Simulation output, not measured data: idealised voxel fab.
process module | voxel capacitor over wiring
cross-section cut | 275 nm wide | cells 5 nm
A cross-section is a grid of square cells, given in bands from the top down. A band is one or more rows of cells.
Each band's line starts with the height of the band's top and of its bottom, in nm. Then come its materials from left to right, each with its width in nm. One material with "throughout" fills the band from edge to edge. "air" is empty space.
Height 0 is the level under which the wafer as received is all one material. The lowest band goes on downwards, as in "0 down".
A width such as "30 to 40" changes by the same amount from each row of cells to the next, from the band's top row to its bottom row.
"no change" after a step means that no cell of the cross-section changed.
closed voids: empty space of 8 cells or more with no open way to the top, each as width x height at its distance from the left edge, in nm
after a step's settings: what the simulator itself notes on the step
overlay nm, on a step with a mask: how far to the right of its planned place the mask lay; to the left if negative
plan
1 op RECEIVE | material Si
2 op CONFORMAL_DEP | material SiO2 | thk nm 15
3 op DIRECTIONAL_DEP | material TiN | thk nm 5
4 op DIRECTIONAL_DEP | material Ru | thk nm 25
5 op PATTERN | tone cover | mask id METAL_1 | material resist | width nm 30 | pitch nm 100 | thk nm 20 | overlay nm 0
6 op DIRECTIONAL_ETCH | etch materials Ru | depth nm 25
7 op DIRECTIONAL_ETCH | etch materials TiN | depth nm 5
8 op STRIP | etch materials resist
9 op FILL_DEP | material lowk | thk nm 10
10 op CMP | height nm 45
11 op CONFORMAL_DEP | material SiCN | thk nm 5
12 op DIRECTIONAL_DEP | material SiO2 | thk nm 20
13 op MASKED_ETCH | tone open | mask id PLUG_1 | width nm 15 | etch materials SiO2 | depth nm 20 | overlay nm 0
14 op MASKED_ETCH | tone open | mask id PLUG_1 | width nm 15 | etch materials SiCN | depth nm 5 | overlay nm 0
15 op CONFORMAL_DEP | material TiN | thk nm 5
16 op FILL_DEP | material W | thk nm 10
17 op CMP | height nm 70
18 op DIRECTIONAL_DEP | material TiN | thk nm 5
19 op DIRECTIONAL_DEP | material SiN | thk nm 5
20 op DIRECTIONAL_DEP | material TiN | thk nm 5
21 op PATTERN | tone cover | mask id UPPER_PLATE | material resist | width nm 75 | thk nm 15 | overlay nm 0
22 op DIRECTIONAL_ETCH | etch materials TiN | depth nm 5
23 op DIRECTIONAL_ETCH | etch materials SiN | depth nm 5
24 op STRIP | etch materials resist
25 op MASKED_ETCH | tone cover | mask id LOWER_PLATE | width nm 85 | etch materials TiN | depth nm 5 | overlay nm 0
26 op FILL_DEP | material SiO2 | thk nm 20
27 op CMP | height nm 100
28 op DIRECTIONAL_DEP | material aC | thk nm 15
29 op PATTERN | tone open | mask id PLUG_2 | material resist | width nm 15 | thk nm 35 | overlay nm 0
30 op DIRECTIONAL_ETCH | etch materials aC | depth nm 15
31 op STRIP | etch materials resist
32 op DIRECTIONAL_ETCH | etch materials SiO2 | depth nm 15
33 op STRIP | etch materials aC
34 op CONFORMAL_DEP | material TiN | thk nm 5
35 op FILL_DEP | material W | thk nm 10
36 op CMP | height nm 100
37 op CONFORMAL_DEP | material SiN | thk nm 5
as received, after step 1
  0 down: Si throughout
  closed voids: none
a wafer at the end: this start, this plan, one mistake
  105 to 100: SiN throughout
  100 to 90: SiO2 95 | TiN 5 | W 5 | TiN 5 | SiO2 165
  90 to 80: SiO2 95 to 85 | TiN 15 to 75 | SiO2 165 to 115
  80 to 75: SiO2 85 | SiN 75 | SiO2 115
  75 to 70: SiO2 80 | TiN 85 | SiO2 110
  70 to 55: SiO2 85 | TiN 5 | W 5 | TiN 5 | SiO2 175
  55 to 50: SiO2 85 | TiN 15 | SiO2 175
  50 to 45: SiCN 90 | TiN 10 | SiCN 175
  45 to 20: lowk 70 | Ru 30 | lowk 70 | Ru 30 | lowk 75
  20 to 15: lowk 70 | TiN 30 | lowk 70 | TiN 30 | lowk 75
  15 to 0: SiO2 throughout
  0 down: Si throughout
  closed voids: none
what went wrong: step 14 ran as: op MASKED_ETCH | tone open | mask id PLUG_1 | width nm 15 | etch materials SiCN | depth nm 5 | overlay nm 5
